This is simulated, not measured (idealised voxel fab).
This is a process module. Its name is voxel transistor to metal.
Cross-section cut spans 285 nm and uses square cells 5 nm in size.
The cross-sections in this document take the form of a grid made of square cells. They are written out as bands, in order from top to bottom. Each band consists of one or more rows of cells.
Basically the band line says how high the top is and how high the bottom is, in nm, and then what's in it from left to right, every material with its width in nm. Empty space shows up as "empty", and if a single material carries "throughout" it runs the full band edge to edge.
We count height from 0. Below that, the starting wafer is all one material. The lowest band never ends at the bottom but goes on down; see "0 -> down" for how that is written.
A two-number width, for instance "30->40", indicates that the width is equal to the first number in the top row of the band and to the second number in the bottom row, and that it changes by a constant amount per row of cells.
For the purposes of this document, the phrase "no alteration" attached to a step denotes that no cell within the cross-section was modified by that step.
The list in "Enclosed voids" covers empty spaces of 8 cells or more that cannot reach the top through any open way, and it gives each as width x height at distance; the distance is from the left edge, and width, height and distance are in nm.
Where a step's line continues beyond its settings, the continuation is a remark by the simulator itself on that step.
Steps that use a mask can have "overlay nm" on their line. It says how far the mask sat to the right of where it was meant to be. Negative means to the left.
Below is the list of planned process steps:
1 RECEIVE: material Si
2 OXIDIZE: depth nm 5
3 CONFORMAL_DEP: material SiN, thk nm 10
4 DIRECTIONAL_DEP: material aC, thk nm 10
5 PATTERN: tone cover, mask id ACTIVE, material resist, width nm 115, pitch nm 135, thk nm 30, overlay nm 0
6 DIRECTIONAL_ETCH: etch materials aC, depth nm 10
7 STRIP: etch materials resist
8 DIRECTIONAL_ETCH: etch materials SiN, depth nm 10
9 DIRECTIONAL_ETCH: etch materials SiO2, depth nm 5
10 DIRECTIONAL_ETCH: etch materials Si, depth nm 35
11 STRIP: etch materials aC
12 OXIDIZE: depth nm 5
13 FILL_DEP: material SiO2, thk nm 10
14 CMP: height nm 10
15 SELECTIVE_ETCH: etch materials SiO2, depth nm 5
16 STRIP: etch materials SiN
17 SELECTIVE_ETCH: etch materials SiO2, depth nm 5
18 OXIDIZE: depth nm 5
19 DIRECTIONAL_DEP: material polySi, thk nm 20
20 DIRECTIONAL_DEP: material SiCN, thk nm 10
21 MASKED_ETCH: tone cover, mask id GATE, width nm 35, pitch nm 135, etch materials SiCN, depth nm 20, overlay nm 0
22 MASKED_ETCH: tone cover, mask id GATE, width nm 35, pitch nm 135, etch materials polySi, depth nm 30, overlay nm 0
23 CONFORMAL_DEP: material SiN, thk nm 10
24 DIRECTIONAL_ETCH: etch materials SiN, depth nm 10
25 DIRECTIONAL_ETCH: etch materials SiO2, depth nm 5
26 EPI: material SiGe, thk nm 5
27 FILL_DEP: material SiO2, thk nm 5
28 CMP: height nm 15
29 STRIP: etch materials polySi
30 SELECTIVE_ETCH: etch materials SiO2, depth nm 5
31 CONFORMAL_DEP: material HfO2, thk nm 5
32 CONFORMAL_DEP: material TiN, thk nm 5
33 FILL_DEP: material W, thk nm 5
34 CMP: height nm 10
35 DIRECTIONAL_DEP: material SiO2, thk nm 10
36 DIRECTIONAL_DEP: material aC, thk nm 15
37 PATTERN: tone open, mask id CONTACT, material resist, width nm 15, thk nm 30, overlay nm 0
38 DIRECTIONAL_ETCH: etch materials aC, depth nm 15
39 STRIP: etch materials resist
40 DIRECTIONAL_ETCH: etch materials SiO2, depth nm 25
41 STRIP: etch materials aC
42 CONFORMAL_DEP: material TiN, thk nm 5
43 FILL_DEP: material W, thk nm 10
44 CMP: height nm 20
45 CONFORMAL_DEP: material SiN, thk nm 5
46 DIRECTIONAL_DEP: material lowk, thk nm 20
47 PATTERN: tone open, mask id METAL_1, material resist, width nm 15, thk nm 15, overlay nm 0
48 DIRECTIONAL_ETCH: etch materials lowk, depth nm 20
49 DIRECTIONAL_ETCH: etch materials SiN, depth nm 5
50 STRIP: etch materials resist
51 CONFORMAL_DEP: material TiN, thk nm 5
52 FILL_DEP: material Cu, thk nm 5
53 CMP: height nm 45
54 EPI: material Ru, thk nm 5
55 FILL_DEP: material SiCN, thk nm 5
Wafer as received: cross-section following step 1:
> 0 -> down = Si throughout
> Enclosed voids: none
This is how the wafer looks in cross-section once the module is done, given the starting state and plan above and one mistake in carrying the plan out:
> 55 -> 50 = SiCN throughout
> 50 -> 45 = SiCN 20 | Ru 25 | SiCN 55 | Ru 25 | SiCN 30 | Ru 25 | SiCN 55 | Ru 25 | SiCN 25
> 45 -> 25 = lowk 25 | TiN 5 | Cu 5 | TiN 5 | lowk 65 | TiN 5 | Cu 5 | TiN 5 | lowk 40 | TiN 5 | Cu 5 | TiN 5 | lowk 65 | TiN 5 | Cu 5 | TiN 5 | lowk 30
> 25 -> 20 = SiN 25 | TiN 15 | SiN 65 | TiN 15 | SiN 40 | TiN 15 | SiN 65 | TiN 15 | SiN 30
> 20 -> 10 = SiO2 20 | TiN 5 | W 15 | TiN 5 | SiO2 55 | TiN 5 | W 15 | TiN 5 | SiO2 30 | TiN 5 | W 15 | TiN 5 | SiO2 55 | TiN 5 | W 15 | TiN 5 | SiO2 25
> 10 -> 0 = SiO2 20 | TiN 5 | W 15 | TiN 5 | SiN 10 | HfO2 5 | TiN 5 | W 15 | TiN 5 | HfO2 5 | SiN 10 | TiN 5 | W 15 | TiN 5 | SiO2 30 | TiN 5 | W 15 | TiN 5 | SiN 10 | HfO2 5 | TiN 5 | W 15 | TiN 5 | HfO2 5 | SiN 10 | TiN 5 | W 15 | TiN 5 | SiO2 25
> 0 -> -5 = SiO2 10 | SiN 10 | TiN 25 | SiN 10 | HfO2 5 | TiN 25 | HfO2 5 | SiN 10 | TiN 25 | SiN 10 | SiO2 10 | SiN 10 | TiN 25 | SiN 10 | HfO2 5 | TiN 25 | HfO2 5 | SiN 10 | TiN 25 | SiN 10 | SiO2 15
> -5 -> -10 = SiO2 20 | SiGe 25 | SiO2 5 | HfO2 45 | SiO2 5 | SiGe 25 | SiO2 30 | SiGe 25 | SiO2 5 | HfO2 45 | SiO2 5 | SiGe 25 | SiO2 25
> -10 -> -45 = SiO2 20 | Si 105 | SiO2 30 | Si 105 | SiO2 25
> -45 -> down = Si throughout
> Enclosed voids: none
Processing error: step 37 changed vs plan, executed as PATTERN: tone open, mask id CONTACT, material resist, width nm 25, thk nm 30, overlay nm 0
